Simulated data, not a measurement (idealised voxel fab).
Presented below is a process module, voxel released beams.
Each square cell in cross-section cut measures 5 nm, and the section as a whole is 270 nm wide.
A cross-section is a grid of square cells, given in bands from the top down. A band is one or more rows of cells.
The band entry comprises the height of the band's top followed by the height of its bottom, expressed in nm, and subsequently the band's materials from left to right, each stated together with its width in nm. Where a single material is marked with the word "everywhere", that material fills the band from edge to edge. The word "blank" represents empty space.
Zero point of the height axis is 0; under it, received wafer = one material. Lowest band: continues down indefinitely, "z 0 and below".
Think of "30..40" as a width that walks from the first number to the second as you go down the band, top row to bottom row, taking equal-sized steps from row to row.
Key: "no change" - step with no changed cell in the cross-section.
Closed-off voids of 8+ cells (no open route to the top) go in "Sealed-off cavities", written width x height at distance from the left edge, in nm.
If you see something after the settings on a step's line, that's the simulator's own remark about that step.
Regarding "overlay nm": on a step with a mask, it is the distance the mask lay to the right of its planned place; a negative value places it to the left.
**Planned step list for the process**
| 1 | RECEIVE (material Si) |
| 2 | CONFORMAL_DEP (material SiN; thk nm 5) |
| 3 | DIRECTIONAL_DEP (material SiO2; thk nm 10) |
| 4 | MASKED_ETCH (tone open; mask id ANCHOR; width nm 35; etch materials SiO2; depth nm 10; overlay nm 0) |
| 5 | CONFORMAL_DEP (material polySi; thk nm 10) |
| 6 | DIRECTIONAL_DEP (material aC; thk nm 15) |
| 7 | PATTERN (tone cover; mask id BEAM; material resist; width nm 100; thk nm 30; overlay nm 0) |
| 8 | DIRECTIONAL_ETCH (etch materials aC; depth nm 15) |
| 9 | STRIP (etch materials resist) |
| 10 | DIRECTIONAL_ETCH (etch materials polySi; depth nm 10) |
| 11 | STRIP (etch materials aC) |
| 12 | STRIP (etch materials SiO2) |
**first wafer, as planned**
**As-received state of the wafer in cross-section, equivalent to post-step 1**
* z 0 and below: Si everywhere
* Sealed-off cavities: none
**The following cross-section depicts the wafer upon completion of step 2**
* z 5 to 0: SiN everywhere
* No changes below 0.
**The following cross-section depicts the wafer upon completion of step 3**
* z 15 to 5: SiO2 everywhere
* No changes below 5.
**The following cross-section depicts the wafer upon completion of step 4**
* z 15 to 5: 85 SiO2; 35 blank; 150 SiO2
* No changes below 5.
**The following cross-section depicts the wafer upon completion of step 5**
* z 25 to 15: 95 polySi; 15 blank; 160 polySi
* z 15 to 5: 85 SiO2; 35 polySi; 150 SiO2
* No changes below 5.
**The following cross-section depicts the wafer upon completion of step 6**
* z 40 to 30: 95 aC; 15 blank; 160 aC
* z 30 to 25: aC everywhere
* z 25 to 15: 95 polySi; 15 aC; 160 polySi
* No changes below 15.
**The following cross-section depicts the wafer upon completion of step 7**
* z 70 to 40: 80 blank; 100 resist; 90 blank
* z 40 to 30: 95 aC; 15 resist; 160 aC
* No changes below 30.
**The following cross-section depicts the wafer upon completion of step 8**
* z 55 to 40: 80 blank; 100 resist; 90 blank
* z 40 to 30: 80 blank; 15 aC; 15 resist; 70 aC; 90 blank
* z 30 to 25: 80 blank; 100 aC; 90 blank
* No changes below 25.
**The following cross-section depicts the wafer upon completion of step 9**
* z 40 to 30: 80 blank; 15 aC; 15 blank; 70 aC; 90 blank
* No changes below 30.
**The following cross-section depicts the wafer upon completion of step 10**
* z 40 to 30: 80 blank; 15 aC; 15 blank; 70 aC; 90 blank
* z 30 to 25: 80 blank; 100 aC; 90 blank
* z 25 to 15: 80 blank; 15 polySi; 15 aC; 70 polySi; 90 blank
* No changes below 15.
**The following cross-section depicts the wafer upon completion of step 11**
* z 25 to 15: 80 blank; 15 polySi; 15 blank; 70 polySi; 90 blank
* No changes below 15.
**The following cross-section depicts the wafer upon completion of step 12**
* z 25 to 15: 80 blank; 15 polySi; 15 blank; 70 polySi; 90 blank
* z 15 to 5: 85 blank; 35 polySi; 150 blank
* No changes below 5.
**It is to be noted that the second wafer proceeded from the same initial state and according to the same plan as the first, although one mistake was committed in its execution; through step 6, inclusive, the two wafers share an identical history**
**Planned end of step 7: second wafer, cross-section**
* z 70 to 40: 85 blank; 100 resist; 85 blank
* z 40 to 30: 95 aC; 15 resist; 160 aC
* No changes below 30.
**Planned end of step 8: second wafer, cross-section**
* z 55 to 40: 85 blank; 100 resist; 85 blank
* z 40 to 30: 85 blank; 10 aC; 15 resist; 75 aC; 85 blank
* z 30 to 25: 85 blank; 100 aC; 85 blank
* No changes below 25.
**Planned end of step 9: second wafer, cross-section**
* z 40 to 30: 85 blank; 10 aC; 15 blank; 75 aC; 85 blank
* No changes below 30.
**Planned end of step 10: second wafer, cross-section**
* z 40 to 30: 85 blank; 10 aC; 15 blank; 75 aC; 85 blank
* z 30 to 25: 85 blank; 100 aC; 85 blank
* z 25 to 15: 85 blank; 10 polySi; 15 aC; 75 polySi; 85 blank
* No changes below 15.
**Planned end of step 11: second wafer, cross-section**
* z 25 to 15: 85 blank; 10 polySi; 15 blank; 75 polySi; 85 blank
* No changes below 15.
**Planned end of step 12: second wafer, cross-section**
* z 25 to 15: 85 blank; 10 polySi; 15 blank; 75 polySi; 85 blank
* z 15 to 5: 85 blank; 35 polySi; 150 blank
* No changes below 5.
Finding, execution versus plan: step 7 deviated from plan and actually ran as PATTERN (tone cover; mask id BEAM; material resist; width nm 100; thk nm 30; overlay nm 5)
End check, second vs first wafer: material counts in cells match, positions do not.
